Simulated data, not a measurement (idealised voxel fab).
process module | voxel quadruple lines
cross-section cut | 190 nm wide | cells 5 nm
A cross-section is a grid of square cells, given in bands from the top down. A band is one or more rows of cells.
Each band's line starts with the height of the band's top and of its bottom, in nm. Then come its materials from left to right, each with its width in nm. One material with "throughout" fills the band from edge to edge. "air" is empty space.
Height 0 is the level under which the wafer as received is all one material. The lowest band goes on downwards, as in "0 down".
A width such as "30 to 40" changes by the same amount from each row of cells to the next, from the band's top row to its bottom row.
"no change" after a step means that no cell of the cross-section changed.
closed voids: empty space of 8 cells or more with no open way to the top, each as width x height at its distance from the left edge, in nm
after a step's settings: what the simulator itself notes on the step
overlay nm, on a step with a mask: how far to the right of its planned place the mask lay; to the left if negative
plan
1 op RECEIVE | material Si
2 op CONFORMAL_DEP | material SiO2 | thk nm 10
3 op DIRECTIONAL_DEP | material TiN | thk nm 10
4 op DIRECTIONAL_DEP | material polySi | thk nm 20
5 op DIRECTIONAL_DEP | material aC | thk nm 25
6 op PATTERN | tone cover | mask id MANDREL | material resist | width nm 20 | thk nm 35 | overlay nm 0
7 op DIRECTIONAL_ETCH | etch materials aC | depth nm 25
8 op STRIP | etch materials resist
9 op CONFORMAL_DEP | material SiO2 | thk nm 10
10 op DIRECTIONAL_ETCH | etch materials SiO2 | depth nm 10
11 op STRIP | etch materials aC
12 op DIRECTIONAL_ETCH | etch materials polySi | depth nm 20
13 op STRIP | etch materials SiO2
14 op CONFORMAL_DEP | material SiN | thk nm 5
15 op DIRECTIONAL_ETCH | etch materials SiN | depth nm 5
16 op STRIP | etch materials polySi
17 op DIRECTIONAL_ETCH | etch materials TiN | depth nm 10
18 op STRIP | etch materials SiN
19 op FILL_DEP | material SiO2 | thk nm 10
20 op CMP | height nm 20
as received, after step 1
  0 down: Si throughout
  closed voids: none
first wafer at the end, as planned
  20 to 10: SiO2 70 | TiN 5 | SiO2 10 | TiN 5 | SiO2 10 | TiN 5 | SiO2 10 | TiN 5 | SiO2 70
  10 to 0: SiO2 throughout
  0 down: Si throughout
  closed voids: none
second wafer at the end: like start, like plan, one mistake
  20 to 10: SiO2 80 | TiN 5 | SiO2 20 | TiN 5 | SiO2 80
  10 to 0: SiO2 throughout
  0 down: Si throughout
  closed voids: none
what went wrong: step 6 ran as: op PATTERN | tone open | mask id MANDREL | material resist | width nm 20 | thk nm 35 | overlay nm 0
at the end the second wafer has, in cells: 4 more of SiO2 | 4 fewer of TiN
